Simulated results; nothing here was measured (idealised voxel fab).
process module | voxel wiring stack
cross-section cut | 200 nm wide | cells 5 nm
A cross-section is a grid of square cells, given in bands from the top down. A band is one or more rows of cells.
Each band's line starts with the height of the band's top and of its bottom, in nm. Then come its materials from left to right, each with its width in nm. One material with "throughout" fills the band from edge to edge. "air" is empty space.
Height 0 is the level under which the wafer as received is all one material. The lowest band goes on downwards, as in "0 down".
A width such as "30 to 40" changes by the same amount from each row of cells to the next, from the band's top row to its bottom row.
"no change" after a step means that no cell of the cross-section changed.
closed voids: empty space of 8 cells or more with no open way to the top, each as width x height at its distance from the left edge, in nm
after a step's settings: what the simulator itself notes on the step
overlay nm, on a step with a mask: how far to the right of its planned place the mask lay; to the left if negative
plan
1 op RECEIVE | material Si
2 op CONFORMAL_DEP | material SiO2 | thk nm 15
3 op DIRECTIONAL_DEP | material TiN | thk nm 5
4 op DIRECTIONAL_DEP | material Ru | thk nm 15
5 op MASKED_ETCH | tone cover | mask id METAL_1 | width nm 30 | pitch nm 60 | etch materials Ru | depth nm 15 | overlay nm -15
6 op MASKED_ETCH | tone cover | mask id METAL_1 | width nm 30 | pitch nm 60 | etch materials TiN | depth nm 5 | overlay nm 0
7 op FILL_DEP | material lowk | thk nm 5
8 op CMP | height nm 35
9 op CONFORMAL_DEP | material SiCN | thk nm 5
10 op DIRECTIONAL_DEP | material lowk | thk nm 20
11 op PATTERN | tone open | mask id PLUG_1 | material resist | width nm 15 | pitch nm 60 | thk nm 15 | overlay nm 0
12 op DIRECTIONAL_ETCH | etch materials lowk | depth nm 20
13 op DIRECTIONAL_ETCH | etch materials SiCN | depth nm 5
14 op STRIP | etch materials resist
15 op CONFORMAL_DEP | material TiN | thk nm 5
16 op FILL_DEP | material Cu | thk nm 5
17 op CMP | height nm 60
18 op DIRECTIONAL_DEP | material TiN | thk nm 5
19 op DIRECTIONAL_DEP | material W | thk nm 15
20 op PATTERN | tone cover | mask id METAL_2 | material resist | width nm 30 | pitch nm 60 | thk nm 20 | overlay nm 0
21 op DIRECTIONAL_ETCH | etch materials W | depth nm 15
22 op DIRECTIONAL_ETCH | etch materials TiN | depth nm 5
23 op STRIP | etch materials resist
24 op CONFORMAL_DEP | material SiCN | thk nm 5
25 op FILL_DEP | material lowk | thk nm 10
26 op CMP | height nm 80
27 op CONFORMAL_DEP | material SiCN | thk nm 5
28 op DIRECTIONAL_DEP | material SiO2 | thk nm 20
29 op MASKED_ETCH | tone open | mask id PLUG_2 | width nm 15 | pitch nm 60 | etch materials SiO2 | depth nm 20 | overlay nm 0
30 op MASKED_ETCH | tone open | mask id PLUG_2 | width nm 15 | pitch nm 60 | etch materials SiCN | depth nm 5 | overlay nm 0
31 op EPI | material Ru | thk nm 10
32 op EPI | material Ru | thk nm 10
33 op EPI | material Ru | thk nm 5
34 op DIRECTIONAL_DEP | material TiN | thk nm 5
35 op DIRECTIONAL_DEP | material W | thk nm 25
36 op MASKED_ETCH | tone cover | mask id METAL_3 | width nm 30 | pitch nm 60 | etch materials W | depth nm 25 | overlay nm 0
37 op MASKED_ETCH | tone cover | mask id METAL_3 | width nm 30 | pitch nm 60 | etch materials TiN | depth nm 5 | overlay nm 0
38 op CONFORMAL_DEP | material SiN | thk nm 5
39 op FILL_DEP | material lowk | thk nm 10
40 op CMP | height nm 135
41 op CONFORMAL_DEP | material SiN | thk nm 5
varied across the wafers: overlay nm of step 5. The plan shows the first wafer's value. All wafers start alike
first wafer as received, after step 1
  0 down: Si throughout
  closed voids: none
first wafer at the end, after step 41
  140 to 135: SiN throughout
  135 to 110: lowk 50 | SiN 5 | W 30 | SiN 5 | lowk 20 | SiN 5 | W 30 | SiN 5 | lowk 50
  110 to 105: SiN 55 | TiN 30 | SiN 30 | TiN 30 | SiN 55
  105 to 85: SiO2 55 | Ru 15 | SiO2 45 | Ru 15 | SiO2 70
  85 to 80: SiCN 55 | Ru 15 | SiCN 45 | Ru 15 | SiCN 70
  80 to 65: lowk 50 | SiCN 5 | W 30 | SiCN 5 | lowk 20 | SiCN 5 | W 30 | SiCN 5 | lowk 50
  65 to 60: SiCN 55 | TiN 30 | SiCN 30 | TiN 30 | SiCN 55
  60 to 40: lowk 55 | TiN 5 | Cu 5 | TiN 5 | lowk 45 | TiN 5 | Cu 5 | TiN 5 | lowk 70
  40 to 35: SiCN 55 | TiN 15 | SiCN 45 | TiN 15 | SiCN 70
  35 to 20: lowk 40 | Ru 30 | lowk 30 | Ru 30 | lowk 70
  20 to 15: lowk 40 | TiN 45 | lowk 15 | TiN 45 | lowk 55
  15 to 0: SiO2 throughout
  0 down: Si throughout
  closed voids: none
last wafer at the end
  140 to 135: SiN throughout
  135 to 110: lowk 50 | SiN 5 | W 30 | SiN 5 | lowk 20 | SiN 5 | W 30 | SiN 5 | lowk 50
  110 to 105: SiN 55 | TiN 30 | SiN 30 | TiN 30 | SiN 55
  105 to 85: SiO2 55 | Ru 15 | SiO2 45 | Ru 15 | SiO2 70
  85 to 80: SiCN 55 | Ru 15 | SiCN 45 | Ru 15 | SiCN 70
  80 to 65: lowk 50 | SiCN 5 | W 30 | SiCN 5 | lowk 20 | SiCN 5 | W 30 | SiCN 5 | lowk 50
  65 to 60: SiCN 55 | TiN 30 | SiCN 30 | TiN 30 | SiCN 55
  60 to 40: lowk 55 | TiN 5 | Cu 5 | TiN 5 | lowk 45 | TiN 5 | Cu 5 | TiN 5 | lowk 70
  40 to 35: SiCN 55 | TiN 15 | SiCN 45 | TiN 15 | SiCN 70
  35 to 20: lowk 70 | Ru 30 | lowk 30 | Ru 30 | lowk 40
  20 to 15: lowk 55 | TiN 45 | lowk 15 | TiN 45 | lowk 40
  15 to 0: SiO2 throughout
  0 down: Si throughout
  closed voids: none
each wafer at the end: cells of each material gained (+) or lost (-) since it was received, then its closed voids
overlay nm -15 | +8 Cu | +66 Ru | +108 SiCN | +88 SiN | +256 SiO2 | +64 TiN | +96 W | +434 lowk | closed voids: none
overlay nm -10 | +8 Cu | +66 Ru | +108 SiCN | +88 SiN | +256 SiO2 | +62 TiN | +96 W | +436 lowk | closed voids: none
overlay nm -5 | +8 Cu | +66 Ru | +108 SiCN | +88 SiN | +256 SiO2 | +60 TiN | +96 W | +438 lowk | closed voids: none
overlay nm 0 | +8 Cu | +66 Ru | +108 SiCN | +88 SiN | +256 SiO2 | +58 TiN | +96 W | +440 lowk | closed voids: none
overlay nm 5 | +8 Cu | +66 Ru | +108 SiCN | +88 SiN | +256 SiO2 | +60 TiN | +96 W | +438 lowk | closed voids: none
overlay nm 10 | +8 Cu | +66 Ru | +108 SiCN | +88 SiN | +256 SiO2 | +62 TiN | +96 W | +436 lowk | closed voids: none
overlay nm 15 | +8 Cu | +66 Ru | +108 SiCN | +88 SiN | +256 SiO2 | +64 TiN | +96 W | +434 lowk | closed voids: none
